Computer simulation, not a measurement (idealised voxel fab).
The document below concerns the process module designated voxel wiring stack.
Section cut is 260 nm wide and gridded with 5 nm square cells.
Throughout this document, each cross-section is represented as a grid of square cells and is presented as a sequence of bands enumerated from the top downward, where a band comprises one or more rows of cells.
Look at the band entry: it leads with the top's height and the bottom's height in nm. Then it lists the materials left to right, with a width in nm for each. The word "all across" on a single material says that material fills the band edge to edge. The word "empty" is empty space.
Ref level 0: as-received wafer is one material below here. Bottom band extends down with no lower bound ("0 nm and below").
When a width is written as two numbers, as in "30->40", the first number is the width in the top row of cells of the band and the second is the width in its bottom row, and the width changes by the same amount from each row to the next.
The designation "all unchanged", where it is given for a processing step, indicates that no cell of the cross-section was altered in the course of that step.
Closed-off voids of 8+ cells (no open route to the top) go in "Trapped voids", written width x height at distance from the left edge, in nm.
Heads up: the bit after the settings on a step's line is the simulator's remark on that step.
Regarding "overlay nm": on a step with a mask, it is the distance the mask lay to the right of its planned place; a negative value places it to the left.

## Below is the list of planned process steps
1,RECEIVE [material Si]
2,CONFORMAL_DEP [material SiO2] [thk nm 15]
3,DIRECTIONAL_DEP [material TiN] [thk nm 5]
4,DIRECTIONAL_DEP [material Ru] [thk nm 15]
5,PATTERN [tone cover] [mask id METAL_1] [material resist] [width nm 20] [pitch nm 45] [thk nm 20] [overlay nm 0]
6,DIRECTIONAL_ETCH [etch materials Ru] [depth nm 5]
7,DIRECTIONAL_ETCH [etch materials TiN] [depth nm 5]
8,STRIP [etch materials resist]
9,CONFORMAL_DEP [material SiN] [thk nm 5]
10,FILL_DEP [material SiO2] [thk nm 10]
11,CMP [height nm 35]
12,CONFORMAL_DEP [material SiCN] [thk nm 5]
13,DIRECTIONAL_DEP [material SiO2] [thk nm 30]
14,MASKED_ETCH [tone open] [mask id METAL_2_HOLES] [width nm 15] [pitch nm 45] [etch materials SiO2] [depth nm 30] [overlay nm 0]
15,MASKED_ETCH [tone open] [mask id METAL_2] [width nm 20] [pitch nm 45] [etch materials SiO2] [depth nm 15] [overlay nm 0]
16,MASKED_ETCH [tone open] [mask id METAL_2] [width nm 20] [pitch nm 45] [etch materials SiCN] [depth nm 5] [overlay nm 0]
17,CONFORMAL_DEP [material TiN] [thk nm 5]
18,FILL_DEP [material Ru] [thk nm 10]
19,CMP [height nm 70]
20,CONFORMAL_DEP [material SiCN] [thk nm 5]
Wafers differ in depth nm at step 6; plan lists the first wafer's value; identical starting state.

## After step 1, as received: first of several wafers, cross-section
    0 nm and below  Si all across
    Trapped voids: none

## First of several wafers in cross-section at module end, following the final step, step 20
    75 nm to 70 nm  SiCN all across
    70 nm to 60 nm  SiO2 (50), TiN (5), Ru (10), TiN (5), SiO2 (25), TiN (5), Ru (10), TiN (5), SiO2 (25), TiN (5), Ru (10), TiN (5), SiO2 (25), TiN (5), Ru (10), TiN (5), SiO2 (55)
    60 nm to 55 nm  SiO2 (50), TiN (5), Ru (5), TiN (10), SiO2 (25), TiN (5), Ru (5), TiN (10), SiO2 (25), TiN (5), Ru (5), TiN (10), SiO2 (25), TiN (5), Ru (5), TiN (10), SiO2 (55)
    55 nm to 40 nm  SiO2 (50), TiN (5), Ru (5), TiN (5), SiO2 (30), TiN (5), Ru (5), TiN (5), SiO2 (30), TiN (5), Ru (5), TiN (5), SiO2 (30), TiN (5), Ru (5), TiN (5), SiO2 (60)
    40 nm to 35 nm  SiCN (50), TiN (15), SiCN (30), TiN (15), SiCN (30), TiN (15), SiCN (30), TiN (15), SiCN (60)
    35 nm to 30 nm  SiN (50), Ru (20), SiN (25), Ru (20), SiN (25), Ru (20), SiN (25), Ru (20), SiN (55)
    30 nm to 20 nm  Ru all across
    20 nm to 15 nm  TiN all across
    15 nm to 0 nm  SiO2 all across
    0 nm and below  Si all across
    Trapped voids: none

## End of module, last wafer sectioned
    75 nm to 70 nm  SiCN all across
    70 nm to 60 nm  SiO2 (50), TiN (5), Ru (10), TiN (5), SiO2 (25), TiN (5), Ru (10), TiN (5), SiO2 (25), TiN (5), Ru (10), TiN (5), SiO2 (25), TiN (5), Ru (10), TiN (5), SiO2 (55)
    60 nm to 55 nm  SiO2 (50), TiN (5), Ru (5), TiN (10), SiO2 (25), TiN (5), Ru (5), TiN (10), SiO2 (25), TiN (5), Ru (5), TiN (10), SiO2 (25), TiN (5), Ru (5), TiN (10), SiO2 (55)
    55 nm to 40 nm  SiO2 (50), TiN (5), Ru (5), TiN (5), SiO2 (30), TiN (5), Ru (5), TiN (5), SiO2 (30), TiN (5), Ru (5), TiN (5), SiO2 (30), TiN (5), Ru (5), TiN (5), SiO2 (60)
    40 nm to 35 nm  SiCN (50), TiN (15), SiCN (30), TiN (15), SiCN (30), TiN (15), SiCN (30), TiN (15), SiCN (60)
    35 nm to 20 nm  SiO2 (45), SiN (5), Ru (20), SiN (5), SiO2 (15), SiN (5), Ru (20), SiN (5), SiO2 (15), SiN (5), Ru (20), SiN (5), SiO2 (15), SiN (5), Ru (20), SiN (5), SiO2 (50)
    20 nm to 15 nm  SiN (50), TiN (20), SiN (25), TiN (20), SiN (25), TiN (20), SiN (25), TiN (20), SiN (55)
    15 nm to 0 nm  SiO2 all across
    0 nm and below  Si all across
    Trapped voids: none

## Below, a row for every wafer. Read it as the end-of-module picture: for each material the wafer shows its cells gained (+) or lost (-) since it was received, and then its closed voids
depth nm 5; +152 Ru; +92 SiCN; +36 SiN; +384 SiO2; +116 TiN; Trapped voids: none
depth nm 10; +116 Ru; +92 SiCN; +44 SiN; +412 SiO2; +116 TiN; Trapped voids: none
depth nm 15; +80 Ru; +92 SiCN; +60 SiN; +468 SiO2; +80 TiN; Trapped voids: none
depth nm 20; +80 Ru; +92 SiCN; +60 SiN; +468 SiO2; +80 TiN; Trapped voids: none
depth nm 25; +80 Ru; +92 SiCN; +60 SiN; +468 SiO2; +80 TiN; Trapped voids: none
depth nm 30; +80 Ru; +92 SiCN; +60 SiN; +468 SiO2; +80 TiN; Trapped voids: none
